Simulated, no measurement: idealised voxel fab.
process module | voxel gate over fins
cross-section cut | 145 nm wide | cells 5 nm
A cross-section is a grid of square cells, given in bands from the top down. A band is one or more rows of cells.
Each band's line starts with the height of the band's top and of its bottom, in nm. Then come its materials from left to right, each with its width in nm. One material with "throughout" fills the band from edge to edge. "air" is empty space.
Height 0 is the level under which the wafer as received is all one material. The lowest band goes on downwards, as in "0 down".
A width such as "30 to 40" changes by the same amount from each row of cells to the next, from the band's top row to its bottom row.
"no change" after a step means that no cell of the cross-section changed.
closed voids: empty space of 8 cells or more with no open way to the top, each as width x height at its distance from the left edge, in nm
after a step's settings: what the simulator itself notes on the step
overlay nm, on a step with a mask: how far to the right of its planned place the mask lay; to the left if negative
Each pair below shows a cross-section before one step and the cross-section after it, down to the lowest band that changed. The line under each pair gives the step between them, with its settings. The pairs can come from different runs of this module on the same starting wafer, so a pair continues from the pair above only where its "before" says so.
before
  0 down: Si throughout
  closed voids: none
after
  5 to 0: SiN throughout
  below 0: unchanged
  closed voids: none
the step between: op CONFORMAL_DEP | material SiN | thk nm 5
before: the cross-section after the pair above
after
  20 to 5: air 15 | resist 15 | air 35 | resist 15 | air 35 | resist 15 | air 15
  below 5: unchanged
  closed voids: none
the step between: op PATTERN | tone cover | mask id FINS | material resist | width nm 15 | pitch nm 50 | thk nm 15 | overlay nm 0
before: the cross-section after the pair above
after
  20 to 5: air 15 | resist 15 | air 35 | resist 15 | air 35 | resist 15 | air 15
  5 to 0: air 15 | SiN 15 | air 35 | SiN 15 | air 35 | SiN 15 | air 15
  below 0: unchanged
  closed voids: none
the step between: op DIRECTIONAL_ETCH | etch materials SiN | depth nm 5
before: the cross-section after the pair above
after
  20 to 5: air 15 | resist 15 | air 35 | resist 15 | air 35 | resist 15 | air 15
  5 to 0: air 15 | SiN 15 | air 35 | SiN 15 | air 35 | SiN 15 | air 15
  0 to -40: air 15 | Si 15 | air 35 | Si 15 | air 35 | Si 15 | air 15
  below -40: unchanged
  closed voids: none
the step between: op DIRECTIONAL_ETCH | etch materials Si | depth nm 40
before: the cross-section after the pair above
after
  5 to 0: air 15 | SiN 15 | air 35 | SiN 15 | air 35 | SiN 15 | air 15
  below 0: unchanged
  closed voids: none
the step between: op STRIP | etch materials resist
before: the cross-section after the pair above
after
  20 to 5: SiO2 throughout
  5 to 0: SiO2 15 | SiN 15 | SiO2 35 | SiN 15 | SiO2 35 | SiN 15 | SiO2 15
  0 to -40: SiO2 15 | Si 15 | SiO2 35 | Si 15 | SiO2 35 | Si 15 | SiO2 15
  below -40: unchanged
  closed voids: none
the step between: op FILL_DEP | material SiO2 | thk nm 15
before: the cross-section after the pair above
after
  5 to 0: SiO2 15 | SiN 15 | SiO2 35 | SiN 15 | SiO2 35 | SiN 15 | SiO2 15
  below 0: unchanged
  closed voids: none
the step between: op CMP | height nm 5
before: the cross-section after the pair above
after
  20 to 5: resist 40 | air 15 | resist 90
  below 5: unchanged
  closed voids: none
the step between: op PATTERN | tone open | mask id RAIL | material resist | width nm 15 | thk nm 15 | overlay nm 0
before: the cross-section after the pair above
after
  20 to 5: resist 40 | air 15 | resist 90
  5 to 0: SiO2 15 | SiN 15 | SiO2 10 | air 15 | SiO2 10 | SiN 15 | SiO2 35 | SiN 15 | SiO2 15
  0 to -35: SiO2 15 | Si 15 | SiO2 10 | air 15 | SiO2 10 | Si 15 | SiO2 35 | Si 15 | SiO2 15
  below -35: unchanged
  closed voids: none
the step between: op DIRECTIONAL_ETCH | etch materials SiO2 | depth nm 40
before: the cross-section after the pair above
after
  5 to 0: SiO2 15 | SiN 15 | SiO2 10 | air 15 | SiO2 10 | SiN 15 | SiO2 35 | SiN 15 | SiO2 15
  below 0: unchanged
  closed voids: none
the step between: op STRIP | etch materials resist
before: the cross-section after the pair above
after
  10 to 5: TiN 45 | air 5 | TiN 95
  5 to 0: SiO2 15 | SiN 15 | SiO2 10 | TiN 5 | air 5 | TiN 5 | SiO2 10 | SiN 15 | SiO2 35 | SiN 15 | SiO2 15
  0 to -30: SiO2 15 | Si 15 | SiO2 10 | TiN 5 | air 5 | TiN 5 | SiO2 10 | Si 15 | SiO2 35 | Si 15 | SiO2 15
  -30 to -35: SiO2 15 | Si 15 | SiO2 10 | TiN 15 | SiO2 10 | Si 15 | SiO2 35 | Si 15 | SiO2 15
  below -35: unchanged
  closed voids: none
the step between: op CONFORMAL_DEP | material TiN | thk nm 5
before: the cross-section after the pair above
after
  15 to 10: Ru throughout
  10 to 5: TiN 45 | Ru 5 | TiN 95
  5 to 0: SiO2 15 | SiN 15 | SiO2 10 | TiN 5 | Ru 5 | TiN 5 | SiO2 10 | SiN 15 | SiO2 35 | SiN 15 | SiO2 15
  0 to -30: SiO2 15 | Si 15 | SiO2 10 | TiN 5 | Ru 5 | TiN 5 | SiO2 10 | Si 15 | SiO2 35 | Si 15 | SiO2 15
  below -30: unchanged
  closed voids: none
the step between: op FILL_DEP | material Ru | thk nm 5
before: the cross-section after the pair above
after
  5 to 0: SiO2 15 | SiN 15 | SiO2 10 | TiN 5 | Ru 5 | TiN 5 | SiO2 10 | SiN 15 | SiO2 35 | SiN 15 | SiO2 15
  below 0: unchanged
  closed voids: none
the step between: op CMP | height nm 5
before: the cross-section after the pair above
after
  5 to 0: SiO2 15 | SiN 15 | SiO2 10 | air 15 | SiO2 10 | SiN 15 | SiO2 35 | SiN 15 | SiO2 15
  0 to -15: SiO2 15 | Si 15 | SiO2 10 | air 15 | SiO2 10 | Si 15 | SiO2 35 | Si 15 | SiO2 15
  below -15: unchanged
  closed voids: none
the step between: op SELECTIVE_ETCH | etch materials W Ru TiN | depth nm 20
before: the cross-section after the pair above
after
  10 to 5: SiO2 throughout
  5 to 0: SiO2 15 | SiN 15 | SiO2 35 | SiN 15 | SiO2 35 | SiN 15 | SiO2 15
  0 to -15: SiO2 15 | Si 15 | SiO2 35 | Si 15 | SiO2 35 | Si 15 | SiO2 15
  below -15: unchanged
  closed voids: none
the step between: op FILL_DEP | material SiO2 | thk nm 5
before: the cross-section after the pair above
after
  5 to 0: SiO2 15 | SiN 15 | SiO2 35 | SiN 15 | SiO2 35 | SiN 15 | SiO2 15
  below 0: unchanged
  closed voids: none
the step between: op CMP | height nm 5
before: the cross-section after the pair above
after
  5 to 0: air 15 | SiN 15 | air 35 | SiN 15 | air 35 | SiN 15 | air 15
  0 to -10: air 15 | Si 15 | air 35 | Si 15 | air 35 | Si 15 | air 15
  below -10: unchanged
  closed voids: none
the step between: op SELECTIVE_ETCH | etch materials SiO2 | depth nm 15
before: the cross-section after the pair above
after
  0 to -10: air 15 | Si 15 | air 35 | Si 15 | air 35 | Si 15 | air 15
  below -10: unchanged
  closed voids: none
the step between: op STRIP | etch materials SiN
before: the cross-section after the pair above
after
  5 to 0: air 10 | HfO2 25 | air 25 | HfO2 25 | air 25 | HfO2 25 | air 10
  0 to -5: air 10 | HfO2 5 | Si 15 | HfO2 5 | air 25 | HfO2 5 | Si 15 | HfO2 5 | air 25 | HfO2 5 | Si 15 | HfO2 5 | air 10
  -5 to -10: HfO2 15 | Si 15 | HfO2 35 | Si 15 | HfO2 35 | Si 15 | HfO2 15
  below -10: unchanged
  closed voids: none
the step between: op CONFORMAL_DEP | material HfO2 | thk nm 5
before: the cross-section after the pair above
after
  10 to 5: air 5 | TiN 35 | air 15 | TiN 35 | air 15 | TiN 35 | air 5
  5 to 0: air 5 | TiN 5 | HfO2 25 | TiN 5 | air 15 | TiN 5 | HfO2 25 | TiN 5 | air 15 | TiN 5 | HfO2 25 | TiN 5 | air 5
  0 to -5: TiN 10 | HfO2 5 | Si 15 | HfO2 5 | TiN 25 | HfO2 5 | Si 15 | HfO2 5 | TiN 25 | HfO2 5 | Si 15 | HfO2 5 | TiN 10
  below -5: unchanged
  closed voids: none
the step between: op CONFORMAL_DEP | material TiN | thk nm 5
before: the cross-section after the pair above
after
  15 to 10: TiAl 45 | air 5 | TiAl 45 | air 5 | TiAl 45
  10 to 5: TiAl 5 | TiN 35 | TiAl 5 | air 5 | TiAl 5 | TiN 35 | TiAl 5 | air 5 | TiAl 5 | TiN 35 | TiAl 5
  5 to 0: TiAl 5 | TiN 5 | HfO2 25 | TiN 5 | TiAl 15 | TiN 5 | HfO2 25 | TiN 5 | TiAl 15 | TiN 5 | HfO2 25 | TiN 5 | TiAl 5
  below 0: unchanged
  closed voids: none
the step between: op CONFORMAL_DEP | material TiAl | thk nm 5
before: the cross-section after the pair above
after
  20 to 15: TiN throughout
  15 to 10: TiAl 45 | TiN 5 | TiAl 45 | TiN 5 | TiAl 45
  10 to 5: TiAl 5 | TiN 35 | TiAl 5 | TiN 5 | TiAl 5 | TiN 35 | TiAl 5 | TiN 5 | TiAl 5 | TiN 35 | TiAl 5
  below 5: unchanged
  closed voids: none
the step between: op CONFORMAL_DEP | material TiN | thk nm 5
before: the cross-section after the pair above
after
  35 to 20: W throughout
  below 20: unchanged
  closed voids: none
the step between: op FILL_DEP | material W | thk nm 15
before: the cross-section after the pair above
after
  30 to 20: W throughout
  below 20: unchanged
  closed voids: none
the step between: op CMP | height nm 30
before: the cross-section after the pair above
after
  40 to 30: SiN throughout
  below 30: unchanged
  closed voids: none
the step between: op CONFORMAL_DEP | material SiN | thk nm 10
before
  10 to 5: air 5 | TiN 35 | air 15 | TiN 35 | air 15 | TiN 35 | air 5
  5 to 0: air 5 | TiN 5 | HfO2 25 | TiN 5 | air 15 | TiN 5 | HfO2 25 | TiN 5 | air 15 | TiN 5 | HfO2 25 | TiN 5 | air 5
  0 to -5: TiN 10 | HfO2 5 | Si 15 | HfO2 5 | TiN 25 | HfO2 5 | Si 15 | HfO2 5 | TiN 25 | HfO2 5 | Si 15 | HfO2 5 | TiN 10
  -5 to -10: HfO2 15 | Si 15 | HfO2 35 | Si 15 | HfO2 35 | Si 15 | HfO2 15
  -10 to -15: SiO2 15 | Si 15 | SiO2 35 | Si 15 | SiO2 35 | Si 15 | SiO2 15
  -15 to -30: SiO2 15 | Si 15 | SiO2 10 | TiN 5 | Ru 5 | TiN 5 | SiO2 10 | Si 15 | SiO2 35 | Si 15 | SiO2 15
  -30 to -35: SiO2 15 | Si 15 | SiO2 10 | TiN 15 | SiO2 10 | Si 15 | SiO2 35 | Si 15 | SiO2 15
  -35 to -40: SiO2 15 | Si 15 | SiO2 35 | Si 15 | SiO2 35 | Si 15 | SiO2 15
  -40 down: Si throughout
  closed voids: none
after
  15 to 5: TiN 45 | air 5 | TiN 45 | air 5 | TiN 45
  5 to 0: TiN 10 | HfO2 25 | TiN 25 | HfO2 25 | TiN 25 | HfO2 25 | TiN 10
  below 0: unchanged
  closed voids: none
the step between: op CONFORMAL_DEP | material TiN | thk nm 5
before: the cross-section after the pair above
after
  30 to 15: W throughout
  15 to 5: TiN 45 | W 5 | TiN 45 | W 5 | TiN 45
  below 5: unchanged
  closed voids: none
the step between: op FILL_DEP | material W | thk nm 15
before: the cross-section after the pair above
after
  40 to 30: SiN throughout
  below 30: unchanged
  closed voids: none
the step between: op CONFORMAL_DEP | material SiN | thk nm 10
before
  5 to 0: air 15 | SiN 15 | air 35 | SiN 15 | air 35 | SiN 15 | air 15
  0 to -10: air 15 | Si 15 | air 35 | Si 15 | air 35 | Si 15 | air 15
  -10 to -15: SiO2 15 | Si 15 | SiO2 35 | Si 15 | SiO2 35 | Si 15 | SiO2 15
  -15 to -30: SiO2 15 | Si 15 | SiO2 10 | TiN 5 | Ru 5 | TiN 5 | SiO2 10 | Si 15 | SiO2 35 | Si 15 | SiO2 15
  -30 to -35: SiO2 15 | Si 15 | SiO2 10 | TiN 15 | SiO2 10 | Si 15 | SiO2 35 | Si 15 | SiO2 15
  -35 to -40: SiO2 15 | Si 15 | SiO2 35 | Si 15 | SiO2 35 | Si 15 | SiO2 15
  -40 down: Si throughout
  closed voids: none
after
  5 to 0: air 15 | SiN 15 | air 35 | SiN 15 | air 35 | SiN 15 | air 15
  0 to -15: air 15 | Si 15 | air 35 | Si 15 | air 35 | Si 15 | air 15
  -15 to -25: air 15 | Si 15 | air 10 | TiN 5 | Ru 5 | TiN 5 | air 10 | Si 15 | air 35 | Si 15 | air 15
  below -25: unchanged
  closed voids: none
the step between: op SELECTIVE_ETCH | etch materials SiO2 | depth nm 15
before: the cross-section after the pair above
after
  0 to -15: air 15 | Si 15 | air 35 | Si 15 | air 35 | Si 15 | air 15
  below -15: unchanged
  closed voids: none
the step between: op STRIP | etch materials SiN
before: the cross-section after the pair above
after
  5 to 0: air 10 | HfO2 25 | air 25 | HfO2 25 | air 25 | HfO2 25 | air 10
  0 to -10: air 10 | HfO2 5 | Si 15 | HfO2 5 | air 25 | HfO2 5 | Si 15 | HfO2 5 | air 25 | HfO2 5 | Si 15 | HfO2 5 | air 10
  -10 to -15: air 10 | HfO2 5 | Si 15 | HfO2 35 | Si 15 | HfO2 5 | air 25 | HfO2 5 | Si 15 | HfO2 5 | air 10
  -15 to -20: air 10 | HfO2 5 | Si 15 | HfO2 10 | TiN 5 | Ru 5 | TiN 5 | HfO2 10 | Si 15 | HfO2 5 | air 25 | HfO2 5 | Si 15 | HfO2 5 | air 10
  -20 to -25: HfO2 15 | Si 15 | HfO2 10 | TiN 5 | Ru 5 | TiN 5 | HfO2 10 | Si 15 | HfO2 35 | Si 15 | HfO2 15
  below -25: unchanged
  closed voids: none
the step between: op CONFORMAL_DEP | material HfO2 | thk nm 5
before: the cross-section after the pair above
after
  10 to 5: air 5 | TiN 35 | air 15 | TiN 35 | air 15 | TiN 35 | air 5
  5 to 0: air 5 | TiN 5 | HfO2 25 | TiN 5 | air 15 | TiN 5 | HfO2 25 | TiN 5 | air 15 | TiN 5 | HfO2 25 | TiN 5 | air 5
  0 to -5: air 5 | TiN 5 | HfO2 5 | Si 15 | HfO2 5 | TiN 5 | air 15 | TiN 5 | HfO2 5 | Si 15 | HfO2 5 | TiN 5 | air 15 | TiN 5 | HfO2 5 | Si 15 | HfO2 5 | TiN 5 | air 5
  -5 to -10: air 5 | TiN 5 | HfO2 5 | Si 15 | HfO2 5 | TiN 25 | HfO2 5 | Si 15 | HfO2 5 | TiN 5 | air 15 | TiN 5 | HfO2 5 | Si 15 | HfO2 5 | TiN 5 | air 5
  -10 to -15: air 5 | TiN 5 | HfO2 5 | Si 15 | HfO2 35 | Si 15 | HfO2 5 | TiN 5 | air 15 | TiN 5 | HfO2 5 | Si 15 | HfO2 5 | TiN 5 | air 5
  -15 to -20: TiN 10 | HfO2 5 | Si 15 | HfO2 10 | TiN 5 | Ru 5 | TiN 5 | HfO2 10 | Si 15 | HfO2 5 | TiN 25 | HfO2 5 | Si 15 | HfO2 5 | TiN 10
  below -20: unchanged
  closed voids: none
the step between: op CONFORMAL_DEP | material TiN | thk nm 5
before: the cross-section after the pair above
after
  15 to 10: TiAl 45 | air 5 | TiAl 45 | air 5 | TiAl 45
  10 to 5: TiAl 5 | TiN 35 | TiAl 5 | air 5 | TiAl 5 | TiN 35 | TiAl 5 | air 5 | TiAl 5 | TiN 35 | TiAl 5
  5 to 0: TiAl 5 | TiN 5 | HfO2 25 | TiN 5 | TiAl 5 | air 5 | TiAl 5 | TiN 5 | HfO2 25 | TiN 5 | TiAl 5 | air 5 | TiAl 5 | TiN 5 | HfO2 25 | TiN 5 | TiAl 5
  0 to -5: TiAl 5 | TiN 5 | HfO2 5 | Si 15 | HfO2 5 | TiN 5 | TiAl 15 | TiN 5 | HfO2 5 | Si 15 | HfO2 5 | TiN 5 | TiAl 5 | air 5 | TiAl 5 | TiN 5 | HfO2 5 | Si 15 | HfO2 5 | TiN 5 | TiAl 5
  -5 to -10: TiAl 5 | TiN 5 | HfO2 5 | Si 15 | HfO2 5 | TiN 25 | HfO2 5 | Si 15 | HfO2 5 | TiN 5 | TiAl 5 | air 5 | TiAl 5 | TiN 5 | HfO2 5 | Si 15 | HfO2 5 | TiN 5 | TiAl 5
  -10 to -15: TiAl 5 | TiN 5 | HfO2 5 | Si 15 | HfO2 35 | Si 15 | HfO2 5 | TiN 5 | TiAl 15 | TiN 5 | HfO2 5 | Si 15 | HfO2 5 | TiN 5 | TiAl 5
  below -15: unchanged
  closed voids: none
the step between: op CONFORMAL_DEP | material TiAl | thk nm 5
before: the cross-section after the pair above
after
  20 to 15: TiN throughout
  15 to 10: TiAl 45 | TiN 5 | TiAl 45 | TiN 5 | TiAl 45
  10 to 5: TiAl 5 | TiN 35 | TiAl 5 | TiN 5 | TiAl 5 | TiN 35 | TiAl 5 | TiN 5 | TiAl 5 | TiN 35 | TiAl 5
  5 to 0: TiAl 5 | TiN 5 | HfO2 25 | TiN 5 | TiAl 5 | TiN 5 | TiAl 5 | TiN 5 | HfO2 25 | TiN 5 | TiAl 5 | TiN 5 | TiAl 5 | TiN 5 | HfO2 25 | TiN 5 | TiAl 5
  0 to -5: TiAl 5 | TiN 5 | HfO2 5 | Si 15 | HfO2 5 | TiN 5 | TiAl 15 | TiN 5 | HfO2 5 | Si 15 | HfO2 5 | TiN 5 | TiAl 5 | TiN 5 | TiAl 5 | TiN 5 | HfO2 5 | Si 15 | HfO2 5 | TiN 5 | TiAl 5
  -5 to -10: TiAl 5 | TiN 5 | HfO2 5 | Si 15 | HfO2 5 | TiN 25 | HfO2 5 | Si 15 | HfO2 5 | TiN 5 | TiAl 5 | TiN 5 | TiAl 5 | TiN 5 | HfO2 5 | Si 15 | HfO2 5 | TiN 5 | TiAl 5
  below -10: unchanged
  closed voids: none
the step between: op CONFORMAL_DEP | material TiN | thk nm 5
before: the cross-section after the pair above
after
  35 to 20: W throughout
  below 20: unchanged
  closed voids: none
the step between: op FILL_DEP | material W | thk nm 15
before: the cross-section after the pair above
after
  30 to 20: W throughout
  below 20: unchanged
  closed voids: none
the step between: op CMP | height nm 30
before: the cross-section after the pair above
after
  40 to 30: SiN throughout
  below 30: unchanged
  closed voids: none
the step between: op CONFORMAL_DEP | material SiN | thk nm 10
before
  5 to 0: SiO2 15 | SiN 15 | SiO2 35 | SiN 15 | SiO2 35 | SiN 15 | SiO2 15
  0 to -15: SiO2 15 | Si 15 | SiO2 35 | Si 15 | SiO2 35 | Si 15 | SiO2 15
  -15 to -30: SiO2 15 | Si 15 | SiO2 10 | TiN 5 | Ru 5 | TiN 5 | SiO2 10 | Si 15 | SiO2 35 | Si 15 | SiO2 15
  -30 to -35: SiO2 15 | Si 15 | SiO2 10 | TiN 15 | SiO2 10 | Si 15 | SiO2 35 | Si 15 | SiO2 15
  -35 to -40: SiO2 15 | Si 15 | SiO2 35 | Si 15 | SiO2 35 | Si 15 | SiO2 15
  -40 down: Si throughout
  closed voids: none
after
  5 to 0: SiO2 15 | air 15 | SiO2 35 | air 15 | SiO2 35 | air 15 | SiO2 15
  below 0: unchanged
  closed voids: none
the step between: op STRIP | etch materials SiN
before: the cross-section after the pair above
after
  0 to -10: air 15 | Si 15 | air 35 | Si 15 | air 35 | Si 15 | air 15
  -10 to -15: air 15 | Si 15 | air 15 | SiO2 5 | air 15 | Si 15 | air 15 | SiO2 5 | air 15 | Si 15 | air 15
  below -15: unchanged
  closed voids: none
the step between: op SELECTIVE_ETCH | etch materials SiO2 | depth nm 15
before: the cross-section after the pair above
after
  5 to 0: air 10 | HfO2 25 | air 25 | HfO2 25 | air 25 | HfO2 25 | air 10
  0 to -5: air 10 | HfO2 5 | Si 15 | HfO2 5 | air 25 | HfO2 5 | Si 15 | HfO2 5 | air 25 | HfO2 5 | Si 15 | HfO2 5 | air 10
  -5 to -10: air 10 | HfO2 5 | Si 15 | HfO2 5 | air 5 | HfO2 15 | air 5 | HfO2 5 | Si 15 | HfO2 5 | air 5 | HfO2 15 | air 5 | HfO2 5 | Si 15 | HfO2 5 | air 10
  -10 to -15: HfO2 15 | Si 15 | HfO2 15 | SiO2 5 | HfO2 15 | Si 15 | HfO2 15 | SiO2 5 | HfO2 15 | Si 15 | HfO2 15
  below -15: unchanged
  closed voids: none
the step between: op CONFORMAL_DEP | material HfO2 | thk nm 5
before: the cross-section after the pair above
after
  10 to 5: air 5 | TiN 35 | air 15 | TiN 35 | air 15 | TiN 35 | air 5
  5 to 0: air 5 | TiN 5 | HfO2 25 | TiN 5 | air 15 | TiN 5 | HfO2 25 | TiN 5 | air 15 | TiN 5 | HfO2 25 | TiN 5 | air 5
  0 to -5: air 5 | TiN 5 | HfO2 5 | Si 15 | HfO2 5 | TiN 25 | HfO2 5 | Si 15 | HfO2 5 | TiN 25 | HfO2 5 | Si 15 | HfO2 5 | TiN 5 | air 5
  -5 to -10: TiN 10 | HfO2 5 | Si 15 | HfO2 5 | TiN 5 | HfO2 15 | TiN 5 | HfO2 5 | Si 15 | HfO2 5 | TiN 5 | HfO2 15 | TiN 5 | HfO2 5 | Si 15 | HfO2 5 | TiN 10
  below -10: unchanged
  closed voids: none
the step between: op CONFORMAL_DEP | material TiN | thk nm 5
before: the cross-section after the pair above
after
  15 to 10: TiAl 45 | air 5 | TiAl 45 | air 5 | TiAl 45
  10 to 5: TiAl 5 | TiN 35 | TiAl 5 | air 5 | TiAl 5 | TiN 35 | TiAl 5 | air 5 | TiAl 5 | TiN 35 | TiAl 5
  5 to 0: TiAl 5 | TiN 5 | HfO2 25 | TiN 5 | TiAl 15 | TiN 5 | HfO2 25 | TiN 5 | TiAl 15 | TiN 5 | HfO2 25 | TiN 5 | TiAl 5
  0 to -5: TiAl 5 | TiN 5 | HfO2 5 | Si 15 | HfO2 5 | TiN 25 | HfO2 5 | Si 15 | HfO2 5 | TiN 25 | HfO2 5 | Si 15 | HfO2 5 | TiN 5 | TiAl 5
  below -5: unchanged
  closed voids: none
the step between: op CONFORMAL_DEP | material TiAl | thk nm 5
before: the cross-section after the pair above
after
  20 to 15: TiN throughout
  15 to 10: TiAl 45 | TiN 5 | TiAl 45 | TiN 5 | TiAl 45
  10 to 5: TiAl 5 | TiN 35 | TiAl 5 | TiN 5 | TiAl 5 | TiN 35 | TiAl 5 | TiN 5 | TiAl 5 | TiN 35 | TiAl 5
  below 5: unchanged
  closed voids: none
the step between: op CONFORMAL_DEP | material TiN | thk nm 5
before: the cross-section after the pair above
after
  35 to 20: W throughout
  below 20: unchanged
  closed voids: none
the step between: op FILL_DEP | material W | thk nm 15
before: the cross-section after the pair above
after
  30 to 20: W throughout
  below 20: unchanged
  closed voids: none
the step between: op CMP | height nm 30
before: the cross-section after the pair above
after
  40 to 30: SiN throughout
  below 30: unchanged
  closed voids: none
the step between: op CONFORMAL_DEP | material SiN | thk nm 10
before
  0 to -10: air 15 | Si 15 | air 35 | Si 15 | air 35 | Si 15 | air 15
  -10 to -15: SiO2 15 | Si 15 | SiO2 35 | Si 15 | SiO2 35 | Si 15 | SiO2 15
  -15 to -30: SiO2 15 | Si 15 | SiO2 10 | TiN 5 | Ru 5 | TiN 5 | SiO2 10 | Si 15 | SiO2 35 | Si 15 | SiO2 15
  -30 to -35: SiO2 15 | Si 15 | SiO2 10 | TiN 15 | SiO2 10 | Si 15 | SiO2 35 | Si 15 | SiO2 15
  -35 to -40: SiO2 15 | Si 15 | SiO2 35 | Si 15 | SiO2 35 | Si 15 | SiO2 15
  -40 down: Si throughout
  closed voids: none
after
  15 to 5: HfO2 45 | air 5 | HfO2 45 | air 5 | HfO2 45
  5 to 0: HfO2 throughout
  0 to -10: HfO2 15 | Si 15 | HfO2 35 | Si 15 | HfO2 35 | Si 15 | HfO2 15
  below -10: unchanged
  closed voids: none
the step between: op CONFORMAL_DEP | material HfO2 | thk nm 15
before: the cross-section after the pair above
after
  20 to 15: TiN throughout
  15 to 5: HfO2 45 | TiN 5 | HfO2 45 | TiN 5 | HfO2 45
  below 5: unchanged
  closed voids: none
the step between: op CONFORMAL_DEP | material TiN | thk nm 5
before: the cross-section after the pair above
after
  25 to 20: TiAl throughout
  below 20: unchanged
  closed voids: none
the step between: op CONFORMAL_DEP | material TiAl | thk nm 5
before: the cross-section after the pair above
after
  30 to 25: TiN throughout
  below 25: unchanged
  closed voids: none
the step between: op CONFORMAL_DEP | material TiN | thk nm 5
before: the cross-section after the pair above
after
  45 to 30: W throughout
  below 30: unchanged
  closed voids: none
the step between: op FILL_DEP | material W | thk nm 15
before: the cross-section after the pair above
after
  30 to 25: TiN throughout
  below 25: unchanged
  closed voids: none
the step between: op CMP | height nm 30
before: the cross-section after the pair above
after
  40 to 30: SiN throughout
  below 30: unchanged
  closed voids: none
the step between: op CONFORMAL_DEP | material SiN | thk nm 10
before
  5 to 0: SiO2 15 | SiN 15 | SiO2 35 | SiN 15 | SiO2 35 | SiN 15 | SiO2 15
  0 to -40: SiO2 15 | Si 15 | SiO2 35 | Si 15 | SiO2 35 | Si 15 | SiO2 15
  -40 down: Si throughout
  closed voids: none
after
  20 to 5: resist 35 | air 25 | resist 85
  below 5: unchanged
  closed voids: none
the step between: op PATTERN | tone open | mask id RAIL | material resist | width nm 25 | thk nm 15 | overlay nm 0
before: the cross-section after the pair above
after
  20 to 5: resist 35 | air 25 | resist 85
  5 to 0: SiO2 15 | SiN 15 | SiO2 5 | air 25 | SiO2 5 | SiN 15 | SiO2 35 | SiN 15 | SiO2 15
  0 to -35: SiO2 15 | Si 15 | SiO2 5 | air 25 | SiO2 5 | Si 15 | SiO2 35 | Si 15 | SiO2 15
  below -35: unchanged
  closed voids: none
the step between: op DIRECTIONAL_ETCH | etch materials SiO2 | depth nm 40
before: the cross-section after the pair above
after
  5 to 0: SiO2 15 | SiN 15 | SiO2 5 | air 25 | SiO2 5 | SiN 15 | SiO2 35 | SiN 15 | SiO2 15
  below 0: unchanged
  closed voids: none
the step between: op STRIP | etch materials resist
before: the cross-section after the pair above
after
  10 to 5: TiN 40 | air 15 | TiN 90
  5 to 0: SiO2 15 | SiN 15 | SiO2 5 | TiN 5 | air 15 | TiN 5 | SiO2 5 | SiN 15 | SiO2 35 | SiN 15 | SiO2 15
  0 to -30: SiO2 15 | Si 15 | SiO2 5 | TiN 5 | air 15 | TiN 5 | SiO2 5 | Si 15 | SiO2 35 | Si 15 | SiO2 15
  -30 to -35: SiO2 15 | Si 15 | SiO2 5 | TiN 25 | SiO2 5 | Si 15 | SiO2 35 | Si 15 | SiO2 15
  below -35: unchanged
  closed voids: none
the step between: op CONFORMAL_DEP | material TiN | thk nm 5
before: the cross-section after the pair above
after
  15 to 10: Ru throughout
  10 to 5: TiN 40 | Ru 15 | TiN 90
  5 to 0: SiO2 15 | SiN 15 | SiO2 5 | TiN 5 | Ru 15 | TiN 5 | SiO2 5 | SiN 15 | SiO2 35 | SiN 15 | SiO2 15
  0 to -30: SiO2 15 | Si 15 | SiO2 5 | TiN 5 | Ru 15 | TiN 5 | SiO2 5 | Si 15 | SiO2 35 | Si 15 | SiO2 15
  below -30: unchanged
  closed voids: none
the step between: op FILL_DEP | material Ru | thk nm 5
before: the cross-section after the pair above
after
  5 to 0: SiO2 15 | SiN 15 | SiO2 5 | TiN 5 | Ru 15 | TiN 5 | SiO2 5 | SiN 15 | SiO2 35 | SiN 15 | SiO2 15
  below 0: unchanged
  closed voids: none
the step between: op CMP | height nm 5
before: the cross-section after the pair above
after
  5 to 0: SiO2 15 | SiN 15 | SiO2 5 | air 25 | SiO2 5 | SiN 15 | SiO2 35 | SiN 15 | SiO2 15
  0 to -15: SiO2 15 | Si 15 | SiO2 5 | air 25 | SiO2 5 | Si 15 | SiO2 35 | Si 15 | SiO2 15
  below -15: unchanged
  closed voids: none
the step between: op SELECTIVE_ETCH | etch materials W Ru TiN | depth nm 20
before: the cross-section after the pair above
after
  10 to 5: SiO2 throughout
  5 to 0: SiO2 15 | SiN 15 | SiO2 35 | SiN 15 | SiO2 35 | SiN 15 | SiO2 15
  0 to -15: SiO2 15 | Si 15 | SiO2 35 | Si 15 | SiO2 35 | Si 15 | SiO2 15
  below -15: unchanged
  closed voids: none
the step between: op FILL_DEP | material SiO2 | thk nm 5
before: the cross-section after the pair above
after
  5 to 0: SiO2 15 | SiN 15 | SiO2 35 | SiN 15 | SiO2 35 | SiN 15 | SiO2 15
  below 0: unchanged
  closed voids: none
the step between: op CMP | height nm 5
before: the cross-section after the pair above
after
  5 to 0: air 15 | SiN 15 | air 35 | SiN 15 | air 35 | SiN 15 | air 15
  0 to -10: air 15 | Si 15 | air 35 | Si 15 | air 35 | Si 15 | air 15
  below -10: unchanged
  closed voids: none
the step between: op SELECTIVE_ETCH | etch materials SiO2 | depth nm 15
before: the cross-section after the pair above
after
  0 to -10: air 15 | Si 15 | air 35 | Si 15 | air 35 | Si 15 | air 15
  below -10: unchanged
  closed voids: none
the step between: op STRIP | etch materials SiN
before: the cross-section after the pair above
after
  5 to 0: air 10 | HfO2 25 | air 25 | HfO2 25 | air 25 | HfO2 25 | air 10
  0 to -5: air 10 | HfO2 5 | Si 15 | HfO2 5 | air 25 | HfO2 5 | Si 15 | HfO2 5 | air 25 | HfO2 5 | Si 15 | HfO2 5 | air 10
  -5 to -10: HfO2 15 | Si 15 | HfO2 35 | Si 15 | HfO2 35 | Si 15 | HfO2 15
  below -10: unchanged
  closed voids: none
the step between: op CONFORMAL_DEP | material HfO2 | thk nm 5
before: the cross-section after the pair above
after
  10 to 5: air 5 | TiN 35 | air 15 | TiN 35 | air 15 | TiN 35 | air 5
  5 to 0: air 5 | TiN 5 | HfO2 25 | TiN 5 | air 15 | TiN 5 | HfO2 25 | TiN 5 | air 15 | TiN 5 | HfO2 25 | TiN 5 | air 5
  0 to -5: TiN 10 | HfO2 5 | Si 15 | HfO2 5 | TiN 25 | HfO2 5 | Si 15 | HfO2 5 | TiN 25 | HfO2 5 | Si 15 | HfO2 5 | TiN 10
  below -5: unchanged
  closed voids: none
the step between: op CONFORMAL_DEP | material TiN | thk nm 5
before: the cross-section after the pair above
after
  15 to 10: TiAl 45 | air 5 | TiAl 45 | air 5 | TiAl 45
  10 to 5: TiAl 5 | TiN 35 | TiAl 5 | air 5 | TiAl 5 | TiN 35 | TiAl 5 | air 5 | TiAl 5 | TiN 35 | TiAl 5
  5 to 0: TiAl 5 | TiN 5 | HfO2 25 | TiN 5 | TiAl 15 | TiN 5 | HfO2 25 | TiN 5 | TiAl 15 | TiN 5 | HfO2 25 | TiN 5 | TiAl 5
  below 0: unchanged
  closed voids: none
the step between: op CONFORMAL_DEP | material TiAl | thk nm 5
